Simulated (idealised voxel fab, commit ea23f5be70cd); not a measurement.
Name of the process module below: voxel transistor to metal
The width of the displayed cross-section, cut, is 280 nm; its cells are square, with a size of 5 nm.
Each cross-section below is a grid of square cells, stated as bands in top-down order, with one or more rows of cells making up each band. Band: top and bottom heights (nm) first, top before bottom; then materials from left to right, widths in nm. "edge to edge" marks a sole material filling the band edge to edge. "blank" denotes empty space. Below 0: as-received wafer, all one material; heights counted from there. Lowest band: no bottom, goes on down, written "0 nm and below". It should be noted that a width expressed as "30..40" varies in equal increments from row to row of cells within the band, taking the value of the first number at the top row and that of the second number at the bottom row. "changes: none" means the step left every cell of the cross-section as it was. Cavities, sealed: empty space of 8 cells or more with no open way to the top, each as width x height at its distance from the left edge, in nm. On each step's line, the part that comes after the settings is the simulator's own comment on the step. You can add "overlay nm" to a step's line. For a step with a mask, it describes how far the mask lay to the right of its planned position, and a negative number describes a lay to the left.
# The following list gives the planned process steps
step 1: RECEIVE | material Si
step 2: OXIDIZE | depth nm 5
step 3: CONFORMAL_DEP | material SiN | thk nm 15
step 4: DIRECTIONAL_DEP | material aC | thk nm 10
step 5: PATTERN | tone cover | mask id ACTIVE | material resist | width nm 100 | pitch nm 125 | thk nm 30 | overlay nm 0
step 6: DIRECTIONAL_ETCH | etch materials aC | depth nm 10
step 7: STRIP | etch materials resist
step 8: DIRECTIONAL_ETCH | etch materials SiN | depth nm 15
step 9: DIRECTIONAL_ETCH | etch materials SiO2 | depth nm 5
step 10: DIRECTIONAL_ETCH | etch materials Si | depth nm 35
step 11: STRIP | etch materials aC
step 12: OXIDIZE | depth nm 5
step 13: FILL_DEP | material SiO2 | thk nm 5
step 14: CMP | height nm 15
step 15: SELECTIVE_ETCH | etch materials SiO2 | depth nm 15
step 16: STRIP | etch materials SiN
step 17: SELECTIVE_ETCH | etch materials SiO2 | depth nm 5
step 18: OXIDIZE | depth nm 5
step 19: DIRECTIONAL_DEP | material polySi | thk nm 20
step 20: DIRECTIONAL_DEP | material SiCN | thk nm 15
step 21: DIRECTIONAL_DEP | material aC | thk nm 10
step 22: PATTERN | tone cover | mask id GATE | material resist | width nm 20 | pitch nm 125 | thk nm 30 | overlay nm 0
step 23: DIRECTIONAL_ETCH | etch materials aC | depth nm 10
step 24: STRIP | etch materials resist
step 25: DIRECTIONAL_ETCH | etch materials SiCN | depth nm 25
step 26: DIRECTIONAL_ETCH | etch materials polySi | depth nm 30
step 27: STRIP | etch materials aC
step 28: CONFORMAL_DEP | material SiO2 | thk nm 5
step 29: DIRECTIONAL_ETCH | etch materials SiO2 | depth nm 5
step 30: CONFORMAL_DEP | material SiN | thk nm 10
step 31: DIRECTIONAL_ETCH | etch materials SiN | depth nm 10
step 32: DIRECTIONAL_ETCH | etch materials SiO2 | depth nm 5
step 33: DIRECTIONAL_ETCH | etch materials Si | depth nm 5
step 34: EPI | material SiGe | thk nm 10
step 35: FILL_DEP | material SiO2 | thk nm 10
step 36: CMP | height nm 30
step 37: DIRECTIONAL_DEP | material SiO2 | thk nm 15
step 38: DIRECTIONAL_DEP | material aC | thk nm 15
step 39: PATTERN | tone open | mask id CONTACT | material resist | width nm 25 | thk nm 35 | overlay nm 0
step 40: DIRECTIONAL_ETCH | etch materials aC | depth nm 15
step 41: STRIP | etch materials resist
step 42: DIRECTIONAL_ETCH | etch materials SiO2 | depth nm 50
step 43: STRIP | etch materials aC
step 44: CONFORMAL_DEP | material TiN | thk nm 5
step 45: FILL_DEP | material Ru | thk nm 10
step 46: CMP | height nm 45
step 47: DIRECTIONAL_DEP | material TiN | thk nm 5
step 48: DIRECTIONAL_DEP | material Ru | thk nm 15
step 49: DIRECTIONAL_DEP | material aC | thk nm 10
step 50: PATTERN | tone cover | mask id METAL_1 | material resist | width nm 15 | thk nm 25 | overlay nm 0
step 51: DIRECTIONAL_ETCH | etch materials aC | depth nm 10
step 52: STRIP | etch materials resist
step 53: DIRECTIONAL_ETCH | etch materials Ru | depth nm 15
step 54: DIRECTIONAL_ETCH | etch materials TiN | depth nm 5
step 55: STRIP | etch materials aC
step 56: CONFORMAL_DEP | material SiCN | thk nm 5
step 57: FILL_DEP | material lowk | thk nm 10
step 58: CMP | height nm 65
step 59: CONFORMAL_DEP | material SiN | thk nm 5
varied across the wafers: width nm of step 50. The plan shows the first wafer's value. All wafers start alike
# So this is the first of several wafers, cross-sectioned as it came to us, meaning it's at the end of step 1
    0 nm and below  Si edge to edge
    Cavities, sealed: none
# Below, a row for every wafer. Read it as the end-of-module picture: for each material the wafer shows its cells gained (+) or lost (-) since it was received, and then its closed voids
width nm 15, +84 Ru, -268 Si, +92 SiCN, +44 SiGe, +112 SiN, +480 SiO2, +100 TiN, +108 lowk, +32 polySi, Cavities, sealed: none
width nm 20, +96 Ru, -268 Si, +88 SiCN, +44 SiGe, +112 SiN, +480 SiO2, +104 TiN, +96 lowk, +32 polySi, Cavities, sealed: none
width nm 25, +108 Ru, -268 Si, +84 SiCN, +44 SiGe, +112 SiN, +480 SiO2, +108 TiN, +84 lowk, +32 polySi, Cavities, sealed: none
width nm 30, +120 Ru, -268 Si, +80 SiCN, +44 SiGe, +112 SiN, +480 SiO2, +112 TiN, +72 lowk, +32 polySi, Cavities, sealed: none
